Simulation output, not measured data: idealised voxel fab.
process module | voxel capacitor over wiring
This is section cut - it's 280 nm across, gridded in 5 nm square cells.
Bands, listed from the top down, are how a cross-section gets written in this document; the cross-section itself is a grid of square cells, and a band is one or more rows of them.
Top, bottom (nm), then materials left to right with widths (nm); lone material tagged "everywhere" fills the whole band edge to edge; "air" = empty space.
Beneath 0, the wafer as received is one material, and that level is where height counting begins. The lowest band goes on downward without a bottom; it is written like "0 and below".
With a width like "30->40", each row of cells in the band differs from the next by the same amount, the top row carrying the first number and the bottom row the second.
The cross-section has no changed cell in any step marked "nothing different".
Entry "Closed cavities" = empty spaces >= 8 cells with no open way to the top; each as width x height at distance, distance from left edge, all nm.
Read whatever lies past the settings on a step's line as the simulator's own remark about the step.
"overlay nm" answers the question of how far to the right of plan the mask lay on a step that has a mask, and when it is negative the answer is to the left.

-- These are the steps we planned for the process
step 1: RECEIVE | material Si
step 2: CONFORMAL_DEP | material SiO2 | thk nm 15
step 3: CONFORMAL_DEP | material SiCN | thk nm 5
step 4: DIRECTIONAL_DEP | material lowk | thk nm 25
step 5: PATTERN | tone open | mask id METAL_1 | material resist | width nm 20 | pitch nm 90 | thk nm 15 | overlay nm 0
step 6: DIRECTIONAL_ETCH | etch materials lowk | depth nm 25
step 7: DIRECTIONAL_ETCH | etch materials SiCN | depth nm 5
step 8: STRIP | etch materials resist
step 9: CONFORMAL_DEP | material TiN | thk nm 5
step 10: FILL_DEP | material W | thk nm 5
step 11: CMP | height nm 45
step 12: EPI | material Ru | thk nm 5
step 13: FILL_DEP | material SiCN | thk nm 5
step 14: DIRECTIONAL_DEP | material SiO2 | thk nm 20
step 15: MASKED_ETCH | tone open | mask id PLUG_1 | width nm 15 | etch materials SiO2 | depth nm 20 | overlay nm 0
step 16: MASKED_ETCH | tone open | mask id PLUG_1 | width nm 15 | etch materials SiCN | depth nm 5 | overlay nm 0
step 17: CONFORMAL_DEP | material TiN | thk nm 5
step 18: FILL_DEP | material W | thk nm 10
step 19: CMP | height nm 75
step 20: DIRECTIONAL_DEP | material TiN | thk nm 5
step 21: DIRECTIONAL_DEP | material SiN | thk nm 5
step 22: DIRECTIONAL_DEP | material TiN | thk nm 5
step 23: MASKED_ETCH | tone cover | mask id UPPER_PLATE | width nm 75 | etch materials TiN | depth nm 5 | overlay nm 0
step 24: MASKED_ETCH | tone cover | mask id UPPER_PLATE | width nm 75 | etch materials SiN | depth nm 5 | overlay nm 0
step 25: MASKED_ETCH | tone cover | mask id LOWER_PLATE | width nm 85 | etch materials TiN | depth nm 5 | overlay nm 0
step 26: FILL_DEP | material SiO2 | thk nm 20
step 27: CMP | height nm 105
step 28: PATTERN | tone open | mask id PLUG_2 | material resist | width nm 15 | thk nm 15 | overlay nm 0
step 29: DIRECTIONAL_ETCH | etch materials SiO2 | depth nm 15
step 30: STRIP | etch materials resist
step 31: CONFORMAL_DEP | material TiN | thk nm 5
step 32: FILL_DEP | material W | thk nm 10
step 33: CMP | height nm 105
step 34: CONFORMAL_DEP | material SiN | thk nm 5

-- The first of a set of two wafers, run to plan

-- As received (post step 1): cross-section
> 0 and below = Si everywhere
> Closed cavities: none

-- Cross-section of the wafer subsequent to step 2
> 15 down to 0 = SiO2 everywhere
> All layers under 0 are left as they were.

-- Cross-section of the wafer subsequent to step 3
> 20 down to 15 = SiCN everywhere
> All layers under 15 are left as they were.

-- Cross-section of the wafer subsequent to step 4
> 45 down to 20 = lowk everywhere
> All layers under 20 are left as they were.

-- Cross-section of the wafer subsequent to step 5
> 60 down to 45 = resist: 85 / air: 20 / resist: 70 / air: 20 / resist: 85
> All layers under 45 are left as they were.

-- Cross-section of the wafer subsequent to step 6
> 60 down to 45 = resist: 85 / air: 20 / resist: 70 / air: 20 / resist: 85
> 45 down to 20 = lowk: 85 / air: 20 / lowk: 70 / air: 20 / lowk: 85
> All layers under 20 are left as they were.

-- Cross-section of the wafer subsequent to step 7
> 60 down to 45 = resist: 85 / air: 20 / resist: 70 / air: 20 / resist: 85
> 45 down to 20 = lowk: 85 / air: 20 / lowk: 70 / air: 20 / lowk: 85
> 20 down to 15 = SiCN: 85 / air: 20 / SiCN: 70 / air: 20 / SiCN: 85
> All layers under 15 are left as they were.

-- Cross-section of the wafer subsequent to step 8
> 45 down to 20 = lowk: 85 / air: 20 / lowk: 70 / air: 20 / lowk: 85
> All layers under 20 are left as they were.

-- Cross-section of the wafer subsequent to step 9
> 50 down to 45 = TiN: 90 / air: 10 / TiN: 80 / air: 10 / TiN: 90
> 45 down to 20 = lowk: 85 / TiN: 5 / air: 10 / TiN: 5 / lowk: 70 / TiN: 5 / air: 10 / TiN: 5 / lowk: 85
> 20 down to 15 = SiCN: 85 / TiN: 20 / SiCN: 70 / TiN: 20 / SiCN: 85
> All layers under 15 are left as they were.

-- Cross-section of the wafer subsequent to step 10
> 55 down to 50 = W everywhere
> 50 down to 45 = TiN: 90 / W: 10 / TiN: 80 / W: 10 / TiN: 90
> 45 down to 20 = lowk: 85 / TiN: 5 / W: 10 / TiN: 5 / lowk: 70 / TiN: 5 / W: 10 / TiN: 5 / lowk: 85
> All layers under 20 are left as they were.

-- Cross-section of the wafer subsequent to step 11
> 45 down to 20 = lowk: 85 / TiN: 5 / W: 10 / TiN: 5 / lowk: 70 / TiN: 5 / W: 10 / TiN: 5 / lowk: 85
> All layers under 20 are left as they were.

-- Cross-section of the wafer subsequent to step 12
> 50 down to 45 = air: 80 / Ru: 30 / air: 60 / Ru: 30 / air: 80
> All layers under 45 are left as they were.

-- Cross-section of the wafer subsequent to step 13
> 55 down to 50 = SiCN everywhere
> 50 down to 45 = SiCN: 80 / Ru: 30 / SiCN: 60 / Ru: 30 / SiCN: 80
> All layers under 45 are left as they were.

-- Cross-section of the wafer subsequent to step 14
> 75 down to 55 = SiO2 everywhere
> All layers under 55 are left as they were.

-- Cross-section of the wafer subsequent to step 15
> 75 down to 55 = SiO2: 90 / air: 15 / SiO2: 175
> All layers under 55 are left as they were.

-- Cross-section of the wafer subsequent to step 16
> 75 down to 55 = SiO2: 90 / air: 15 / SiO2: 175
> 55 down to 50 = SiCN: 90 / air: 15 / SiCN: 175
> All layers under 50 are left as they were.

-- Cross-section of the wafer subsequent to step 17
> 80 down to 75 = TiN: 95 / air: 5 / TiN: 180
> 75 down to 55 = SiO2: 90 / TiN: 5 / air: 5 / TiN: 5 / SiO2: 175
> 55 down to 50 = SiCN: 90 / TiN: 15 / SiCN: 175
> All layers under 50 are left as they were.

-- Cross-section of the wafer subsequent to step 18
> 90 down to 80 = W everywhere
> 80 down to 75 = TiN: 95 / W: 5 / TiN: 180
> 75 down to 55 = SiO2: 90 / TiN: 5 / W: 5 / TiN: 5 / SiO2: 175
> All layers under 55 are left as they were.

-- Cross-section of the wafer subsequent to step 19
> 75 down to 55 = SiO2: 90 / TiN: 5 / W: 5 / TiN: 5 / SiO2: 175
> All layers under 55 are left as they were.

-- Cross-section of the wafer subsequent to step 20
> 80 down to 75 = TiN everywhere
> All layers under 75 are left as they were.

-- Cross-section of the wafer subsequent to step 21
> 85 down to 80 = SiN everywhere
> All layers under 80 are left as they were.

-- Cross-section of the wafer subsequent to step 22
> 90 down to 85 = TiN everywhere
> All layers under 85 are left as they were.

-- Cross-section of the wafer subsequent to step 23
> 90 down to 85 = air: 90 / TiN: 75 / air: 115
> All layers under 85 are left as they were.

-- Cross-section of the wafer subsequent to step 24
> 90 down to 85 = air: 90 / TiN: 75 / air: 115
> 85 down to 80 = air: 90 / SiN: 75 / air: 115
> All layers under 80 are left as they were.

-- Cross-section of the wafer subsequent to step 25
> 90 down to 85 = air: 90 / TiN: 75 / air: 115
> 85 down to 80 = air: 90 / SiN: 75 / air: 115
> 80 down to 75 = air: 85 / TiN: 85 / air: 110
> All layers under 75 are left as they were.

-- Cross-section of the wafer subsequent to step 26
> 110 down to 90 = SiO2 everywhere
> 90 down to 85 = SiO2: 90 / TiN: 75 / SiO2: 115
> 85 down to 80 = SiO2: 90 / SiN: 75 / SiO2: 115
> 80 down to 75 = SiO2: 85 / TiN: 85 / SiO2: 110
> All layers under 75 are left as they were.

-- Cross-section of the wafer subsequent to step 27
> 105 down to 90 = SiO2 everywhere
> All layers under 90 are left as they were.

-- Cross-section of the wafer subsequent to step 28
> 120 down to 105 = resist: 100 / air: 15 / resist: 165
> All layers under 105 are left as they were.

-- Cross-section of the wafer subsequent to step 29
> 120 down to 105 = resist: 100 / air: 15 / resist: 165
> 105 down to 90 = SiO2: 100 / air: 15 / SiO2: 165
> All layers under 90 are left as they were.

-- Cross-section of the wafer subsequent to step 30
> 105 down to 90 = SiO2: 100 / air: 15 / SiO2: 165
> All layers under 90 are left as they were.

-- Cross-section of the wafer subsequent to step 31
> 110 down to 105 = TiN: 105 / air: 5 / TiN: 170
> 105 down to 95 = SiO2: 100 / TiN: 5 / air: 5 / TiN: 5 / SiO2: 165
> 95 down to 85 = SiO2: 100->90 / TiN: 15->75 / SiO2: 165->115
> All layers under 85 are left as they were.

-- Cross-section of the wafer subsequent to step 32
> 120 down to 110 = W everywhere
> 110 down to 105 = TiN: 105 / W: 5 / TiN: 170
> 105 down to 95 = SiO2: 100 / TiN: 5 / W: 5 / TiN: 5 / SiO2: 165
> All layers under 95 are left as they were.

-- Cross-section of the wafer subsequent to step 33
> 105 down to 95 = SiO2: 100 / TiN: 5 / W: 5 / TiN: 5 / SiO2: 165
> All layers under 95 are left as they were.

-- Cross-section of the wafer subsequent to step 34
> 110 down to 105 = SiN everywhere
> All layers under 105 are left as they were.

-- Second wafer, same starting state and plan as the first, one mistake in the run, identical through step 23

-- Second wafer shown in cross-section at the time step 24 was slated to end
> 90 down to 85 = air: 90 / TiN: 75 / air: 115
> 85 down to 80 = air: 80 / SiN: 85 / air: 115
> All layers under 80 are left as they were.

-- Second wafer shown in cross-section at the time step 25 was slated to end
> 90 down to 85 = air: 90 / TiN: 75 / air: 115
> 85 down to 80 = air: 80 / SiN: 85 / air: 115
> 80 down to 75 = air: 80 / TiN: 90 / air: 110
> All layers under 75 are left as they were.

-- Second wafer shown in cross-section at the time step 26 was slated to end
> 110 down to 90 = SiO2 everywhere
> 90 down to 85 = SiO2: 90 / TiN: 75 / SiO2: 115
> 85 down to 80 = SiO2: 80 / SiN: 85 / SiO2: 115
> 80 down to 75 = SiO2: 80 / TiN: 90 / SiO2: 110
> All layers under 75 are left as they were.

-- Second wafer shown in cross-section at the time step 27 was slated to end
> 105 down to 90 = SiO2 everywhere
> All layers under 90 are left as they were.

-- Second wafer shown in cross-section at the time step 28 was slated to end
> 120 down to 105 = resist: 100 / air: 15 / resist: 165
> All layers under 105 are left as they were.

-- Second wafer shown in cross-section at the time step 29 was slated to end
> 120 down to 105 = resist: 100 / air: 15 / resist: 165
> 105 down to 90 = SiO2: 100 / air: 15 / SiO2: 165
> All layers under 90 are left as they were.

-- Second wafer shown in cross-section at the time step 30 was slated to end
> 105 down to 90 = SiO2: 100 / air: 15 / SiO2: 165
> All layers under 90 are left as they were.

-- Second wafer shown in cross-section at the time step 31 was slated to end
> 110 down to 105 = TiN: 105 / air: 5 / TiN: 170
> 105 down to 95 = SiO2: 100 / TiN: 5 / air: 5 / TiN: 5 / SiO2: 165
> 95 down to 85 = SiO2: 100->90 / TiN: 15->75 / SiO2: 165->115
> All layers under 85 are left as they were.

-- Second wafer shown in cross-section at the time step 32 was slated to end
> 120 down to 110 = W everywhere
> 110 down to 105 = TiN: 105 / W: 5 / TiN: 170
> 105 down to 95 = SiO2: 100 / TiN: 5 / W: 5 / TiN: 5 / SiO2: 165
> All layers under 95 are left as they were.

-- Second wafer shown in cross-section at the time step 33 was slated to end
> 105 down to 95 = SiO2: 100 / TiN: 5 / W: 5 / TiN: 5 / SiO2: 165
> All layers under 95 are left as they were.

-- Second wafer shown in cross-section at the time step 34 was slated to end
> 110 down to 105 = SiN everywhere
> All layers under 105 are left as they were.
what went wrong: step 24 ran as: MASKED_ETCH | tone cover | mask id UPPER_PLATE | width nm 75 | etch materials SiN | depth nm 5 | overlay nm -10
Final wafer comparison in cells, second versus first, more or fewer per material: SiN +2, SiO2 -3, TiN +1
